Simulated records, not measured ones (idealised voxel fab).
Documented hereafter: the process module known as voxel wiring stack.
Xsec cut, 230 nm wide, square cell size 5 nm.
If you're reading a cross-section in this doc, picture square cells in a grid; it comes to you as bands, top ones listed first down to the bottom, and a band can be one or more rows of cells. For a band, the entry starts with two heights in nm, that of the top and then that of the bottom, and carries on with the band's materials in order from left to right, each alongside its width in nm; the word "throughout" beside a single material means it fills the band edge to edge, and "empty" means empty space. Note: height 0 marks the level under which the wafer is uniformly one material as received. Lowest band unbounded below, written "0 and below". Width: "30..40" (first number = top row, second number = bottom row, same change from row to row of cells). "nothing different" -> step changed no cross-section cell. What "Closed void catalog" gives you is every empty space of 8 cells or more that is cut off from the top. Each appears as width x height at distance, with the distance taken from the left edge and width, height and distance all in nm. Formally, on a step line, whatever follows the settings is a remark that the simulator itself makes on the step. overlay nm: on a step with a mask, how far right of its planned place the mask lay; negative means left.

So here's the lineup of process steps we planned:
1,RECEIVE,material Si
2,CONFORMAL_DEP,material SiO2,thk nm 10
3,DIRECTIONAL_DEP,material TiN,thk nm 5
4,DIRECTIONAL_DEP,material W,thk nm 15
5,MASKED_ETCH,tone cover,mask id METAL_1,width nm 30,pitch nm 60,etch materials W,depth nm 15,overlay nm 0
6,MASKED_ETCH,tone cover,mask id METAL_1,width nm 30,pitch nm 60,etch materials TiN,depth nm 5,overlay nm 0
7,FILL_DEP,material SiO2,thk nm 5
8,CMP,height nm 30
9,CONFORMAL_DEP,material SiCN,thk nm 5
10,DIRECTIONAL_DEP,material SiO2,thk nm 25
11,DIRECTIONAL_DEP,material aC,thk nm 10
12,PATTERN,tone open,mask id METAL_2_HOLES,material resist,width nm 15,pitch nm 60,thk nm 25,overlay nm 0
13,DIRECTIONAL_ETCH,etch materials aC,depth nm 10
14,STRIP,etch materials resist
15,DIRECTIONAL_ETCH,etch materials SiO2,depth nm 25
16,STRIP,etch materials aC
17,PATTERN,tone open,mask id METAL_2,material resist,width nm 30,pitch nm 60,thk nm 20,overlay nm 0
18,DIRECTIONAL_ETCH,etch materials SiO2,depth nm 15
19,DIRECTIONAL_ETCH,etch materials SiCN,depth nm 5
20,STRIP,etch materials resist
21,CONFORMAL_DEP,material TiN,thk nm 5
22,FILL_DEP,material Cu,thk nm 5
23,CMP,height nm 60
24,CONFORMAL_DEP,material SiCN,thk nm 5

Here's what the wafer looked like in cross-section when it arrived - that's after step 1:
- 0 and below = Si throughout
- Closed void catalog: none

Module complete - cross-section of the first of two wafers, run according to plan:
- 65 down to 60 = SiCN throughout
- 60 down to 50 = SiO2=40  TiN=5  Cu=20  TiN=5  SiO2=30  TiN=5  Cu=20  TiN=5  SiO2=30  TiN=5  Cu=20  TiN=5  SiO2=40
- 50 down to 45 = SiO2=40  TiN=5  Cu=5  TiN=20  SiO2=30  TiN=5  Cu=5  TiN=20  SiO2=30  TiN=5  Cu=5  TiN=20  SiO2=40
- 45 down to 35 = SiO2=40  TiN=5  Cu=5  TiN=5  SiO2=45  TiN=5  Cu=5  TiN=5  SiO2=45  TiN=5  Cu=5  TiN=5  SiO2=55
- 35 down to 30 = SiCN=40  TiN=15  SiCN=45  TiN=15  SiCN=45  TiN=15  SiCN=55
- 30 down to 15 = SiO2=40  W=30  SiO2=30  W=30  SiO2=30  W=30  SiO2=40
- 15 down to 10 = SiO2=40  TiN=30  SiO2=30  TiN=30  SiO2=30  TiN=30  SiO2=40
- 10 down to 0 = SiO2 throughout
- 0 and below = Si throughout
- Closed void catalog: none

Cross-sectional view of the second of two wafers upon completion of the module. This wafer shared its starting condition and process plan with the first; one error was made during its execution:
- 65 down to 60 = SiCN throughout
- 60 down to 50 = SiO2=35  TiN=5  Cu=30  TiN=5  SiO2=20  TiN=5  Cu=30  TiN=5  SiO2=20  TiN=5  Cu=30  TiN=5  SiO2=35
- 50 down to 45 = SiO2=35  TiN=10  Cu=5  TiN=25  SiO2=20  TiN=10  Cu=5  TiN=25  SiO2=20  TiN=10  Cu=5  TiN=25  SiO2=35
- 45 down to 35 = SiO2=40  TiN=5  Cu=5  TiN=5  SiO2=45  TiN=5  Cu=5  TiN=5  SiO2=45  TiN=5  Cu=5  TiN=5  SiO2=55
- 35 down to 30 = SiCN=40  TiN=15  SiCN=45  TiN=15  SiCN=45  TiN=15  SiCN=55
- 30 down to 15 = SiO2=40  W=30  SiO2=30  W=30  SiO2=30  W=30  SiO2=40
- 15 down to 10 = SiO2=40  TiN=30  SiO2=30  TiN=30  SiO2=30  TiN=30  SiO2=40
- 10 down to 0 = SiO2 throughout
- 0 and below = Si throughout
- Closed void catalog: none
Here's what went sideways: not per plan at step 17, really ran PATTERN,tone open,mask id METAL_2,material resist,width nm 40,pitch nm 60,thk nm 20,overlay nm 0
The final cell counts differ between the wafers, with the second having more or fewer of some materials than the first: Cu: 12 more, SiO2: 18 fewer, TiN: 6 more
